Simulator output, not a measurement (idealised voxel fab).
Module name: voxel double patterning (process module)
Square cells of 5 nm make up the cross-section cut, whose width is 210 nm.
Notation: cross-section as square-cell grid; stated in bands, top first, going down; one or more cell rows per band.
Top height, bottom height, nm. Materials left to right, width each, nm. Single material + "throughout" = fills band edge to edge. "blank" = empty.
Heights from 0 (as-received wafer is one material below). Bottom band endless downward, as "0 -> down".
Width spec "30..40" -> top row of cells at first value, bottom row at second value, equal per-row change in between.
Step note "left unchanged" = no cross-section cell changed.
Listed in "Enclosed void entries": every empty space of 8 or more cells without an open way to the top. Form: width x height at distance, the distance being from the left edge, all in nm.
Heads up: the bit after the settings on a step's line is the simulator's remark on that step.
"overlay nm" denotes, for a step that has a mask, the displacement of the mask to the right of its planned place, with negative values corresponding to the left.
PLAN
1 RECEIVE with material Si
2 CONFORMAL_DEP with material SiO2, thk nm 10
3 DIRECTIONAL_DEP with material polySi, thk nm 10
4 DIRECTIONAL_DEP with material SiCN, thk nm 5
5 DIRECTIONAL_DEP with material aC, thk nm 10
6 PATTERN with tone open, mask id FIRST, material resist, width nm 15, pitch nm 50, thk nm 30, overlay nm 0
7 DIRECTIONAL_ETCH with etch materials aC, depth nm 10
8 STRIP with etch materials resist
9 DIRECTIONAL_ETCH with etch materials SiCN, depth nm 5
10 STRIP with etch materials aC
11 MASKED_ETCH with tone open, mask id SECOND, width nm 15, pitch nm 50, etch materials SiCN, depth nm 5, overlay nm -15
12 DIRECTIONAL_ETCH with etch materials polySi, depth nm 10
13 STRIP with etch materials SiCN
The plan's step 11 overlay nm is the first wafer's value; the wafers differ in this setting and start identical.
AFTER STEP 1, AS RECEIVED: FIRST OF SEVERAL WAFERS, CROSS-SECTION
	0 -> down = Si throughout
	Enclosed void entries: none
TABLE: WAFERS, A ROW EACH; END-OF-MODULE CELL CHANGE PER MATERIAL SINCE RECEIPT, GAIN (+), LOSS (-); THEN CLOSED VOIDS
overlay nm -15 | +84 SiO2 | +58 polySi | Enclosed void entries: none
overlay nm -10 | +84 SiO2 | +54 polySi | Enclosed void entries: none
overlay nm -5 | +84 SiO2 | +54 polySi | Enclosed void entries: none
overlay nm 0 | +84 SiO2 | +54 polySi | Enclosed void entries: none
overlay nm 5 | +84 SiO2 | +54 polySi | Enclosed void entries: none
overlay nm 10 | +84 SiO2 | +54 polySi | Enclosed void entries: none
overlay nm 15 | +84 SiO2 | +58 polySi | Enclosed void entries: none
